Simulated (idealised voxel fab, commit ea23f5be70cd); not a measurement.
You're looking at the process module voxel wiring stack.
The figure presents cross-section cut, which has a width of 240 nm and is divided into square cells with an edge length of 5 nm.
Square cells in a grid make up a cross-section in this document, and the grid is given as bands, listed from the top down, each one or more rows of cells. In this notation a band is specified by the heights of its top and bottom, in that order and in nm, after which its materials appear from left to right, each paired with its width in nm. The word "all across" attached to a single material means that material fills the band from edge to edge; the word "empty" stands for empty space. Heads up on the height convention: 0 is the point under which the incoming wafer is all one material, and the lowest band has no bottom, it just keeps going down, like "0 nm and below". Per-row width for "30 to 40": begins at first number (top row of band), ends at second number (bottom row), increment between rows held constant. "remains unaltered" for a step: no cell of the cross-section changed in that step. Basically, "Enclosed empty spaces" tells you about the enclosed voids: empty spaces with no open way to the top, 8 cells or bigger, each written width x height at distance, where distance is from the left edge, all in nm. On each step's line, the part that comes after the settings is the simulator's own comment on the step. Each step line may optionally specify "overlay nm", which for a step with a mask gives the rightward distance between the mask's planned place and where it lay, a negative value indicating the leftward direction.

# Intended process steps
1: op RECEIVE | material Si
2: op CONFORMAL_DEP | material SiO2 | thk nm 10
3: op DIRECTIONAL_DEP | material TiN | thk nm 5
4: op DIRECTIONAL_DEP | material W | thk nm 25
5: op MASKED_ETCH | tone cover | mask id METAL_1 | width nm 20 | pitch nm 40 | etch materials W | depth nm 25 | overlay nm 0
6: op MASKED_ETCH | tone cover | mask id METAL_1 | width nm 20 | pitch nm 40 | etch materials TiN | depth nm 5 | overlay nm 0
7: op FILL_DEP | material lowk | thk nm 5
8: op CMP | height nm 40
9: op CONFORMAL_DEP | material SiCN | thk nm 5
10: op DIRECTIONAL_DEP | material lowk | thk nm 10
11: op MASKED_ETCH | tone open | mask id PLUG_1 | width nm 15 | pitch nm 40 | etch materials lowk | depth nm 10 | overlay nm 0
12: op MASKED_ETCH | tone open | mask id PLUG_1 | width nm 15 | pitch nm 40 | etch materials SiCN | depth nm 5 | overlay nm 0
13: op EPI | material Ru | thk nm 10
14: op EPI | material Ru | thk nm 5
15: op CONFORMAL_DEP | material SiCN | thk nm 5
16: op DIRECTIONAL_DEP | material lowk | thk nm 15
17: op PATTERN | tone open | mask id METAL_2 | material resist | width nm 20 | pitch nm 40 | thk nm 15 | overlay nm 0
18: op DIRECTIONAL_ETCH | etch materials lowk | depth nm 15
19: op DIRECTIONAL_ETCH | etch materials SiCN | depth nm 5
20: op STRIP | etch materials resist
21: op CONFORMAL_DEP | material TiN | thk nm 5
22: op FILL_DEP | material Cu | thk nm 10
23: op CMP | height nm 75
24: op EPI | material Ru | thk nm 5
25: op FILL_DEP | material SiCN | thk nm 5
26: op DIRECTIONAL_DEP | material lowk | thk nm 10
27: op MASKED_ETCH | tone open | mask id PLUG_2 | width nm 15 | pitch nm 80 | etch materials lowk | depth nm 20 | overlay nm 0
28: op MASKED_ETCH | tone open | mask id PLUG_2 | width nm 15 | pitch nm 80 | etch materials SiCN | depth nm 5 | overlay nm 0
29: op EPI | material Ru | thk nm 10
30: op EPI | material Ru | thk nm 10
31: op EPI | material Ru | thk nm 5
32: op CONFORMAL_DEP | material SiCN | thk nm 5
33: op DIRECTIONAL_DEP | material lowk | thk nm 25
34: op PATTERN | tone open | mask id METAL_3 | material resist | width nm 20 | pitch nm 40 | thk nm 20 | overlay nm 0
35: op DIRECTIONAL_ETCH | etch materials lowk | depth nm 25
36: op DIRECTIONAL_ETCH | etch materials SiCN | depth nm 5
37: op STRIP | etch materials resist
38: op CONFORMAL_DEP | material TiN | thk nm 5
39: op FILL_DEP | material Ru | thk nm 10
40: op CMP | height nm 135
41: op CONFORMAL_DEP | material SiCN | thk nm 5
Be aware that, although all wafers share a common starting state, the thk nm at step 26 differs among them, and the plan displays the first wafer's value.

# The first of several wafers as received, shown in cross-section; this is its state after step 1
* 0 nm and below | Si all across
* Enclosed empty spaces: none

# End of module, by wafer: material-by-material cell gain (+) or loss (-) since receipt, then closed voids
thk nm 10, +24 Cu, +176 Ru, +222 SiCN, +96 SiO2, +142 TiN, +80 W, +604 lowk, Enclosed empty spaces: none
thk nm 15, +24 Cu, +138 Ru, +218 SiCN, +96 SiO2, +142 TiN, +80 W, +646 lowk, Enclosed empty spaces: none
thk nm 20, +24 Cu, +130 Ru, +214 SiCN, +96 SiO2, +112 TiN, +80 W, +688 lowk, Enclosed empty spaces: none
thk nm 25, +24 Cu, +92 Ru, +236 SiCN, +96 SiO2, +112 TiN, +80 W, +704 lowk, Enclosed empty spaces: none
thk nm 30, +24 Cu, +84 Ru, +236 SiCN, +96 SiO2, +104 TiN, +80 W, +720 lowk, Enclosed empty spaces: none
thk nm 35, +24 Cu, +76 Ru, +236 SiCN, +96 SiO2, +96 TiN, +80 W, +736 lowk, Enclosed empty spaces: none
